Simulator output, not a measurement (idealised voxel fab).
process module | voxel released beams
cross-section cut | 160 nm wide | cells 5 nm
A cross-section is a grid of square cells, given in bands from the top down. A band is one or more rows of cells.
Each band's line starts with the height of the band's top and of its bottom, in nm. Then come its materials from left to right, each with its width in nm. One material with "throughout" fills the band from edge to edge. "air" is empty space.
Height 0 is the level under which the wafer as received is all one material. The lowest band goes on downwards, as in "0 down".
A width such as "30 to 40" changes by the same amount from each row of cells to the next, from the band's top row to its bottom row.
"no change" after a step means that no cell of the cross-section changed.
closed voids: empty space of 8 cells or more with no open way to the top, each as width x height at its distance from the left edge, in nm
after a step's settings: what the simulator itself notes on the step
overlay nm, on a step with a mask: how far to the right of its planned place the mask lay; to the left if negative
plan
1 op RECEIVE | material Si
2 op CONFORMAL_DEP | material SiN | thk nm 5
3 op DIRECTIONAL_DEP | material SiO2 | thk nm 20
4 op MASKED_ETCH | tone open | mask id ANCHOR | width nm 35 | etch materials SiO2 | depth nm 20 | overlay nm 0
5 op CONFORMAL_DEP | material polySi | thk nm 15
6 op MASKED_ETCH | tone cover | mask id BEAM | width nm 115 | etch materials polySi | depth nm 15 | overlay nm 0
7 op STRIP | etch materials SiO2
varied across the wafers: width nm of step 4. The plan shows the first wafer's value. All wafers start alike
first wafer as received, after step 1
  0 down: Si throughout
  closed voids: none
first wafer at the end, after step 7
  40 to 25: air 20 | polySi 25 | air 5 | polySi 85 | air 25
  25 to 20: air 30 | polySi 15 | air 5 | polySi 15 | air 95
  20 to 5: air 30 | polySi 35 | air 95
  5 to 0: SiN throughout
  0 down: Si throughout
  closed voids: none
last wafer at the end
  40 to 25: air 20 | polySi 15 | air 30 | polySi 70 | air 25
  25 to 20: air 20 | polySi 15 | air 30 | polySi 15 | air 80
  20 to 5: air 20 | polySi 60 | air 80
  5 to 0: SiN throughout
  0 down: Si throughout
  closed voids: none
each wafer at the end: cells of each material gained (+) or lost (-) since it was received, then its closed voids
width nm 35 | +32 SiN | +93 polySi | closed voids: none
width nm 40 | +32 SiN | +93 polySi | closed voids: none
width nm 45 | +32 SiN | +93 polySi | closed voids: none
width nm 50 | +32 SiN | +93 polySi | closed voids: none
width nm 55 | +32 SiN | +93 polySi | closed voids: none
width nm 60 | +32 SiN | +93 polySi | closed voids: none
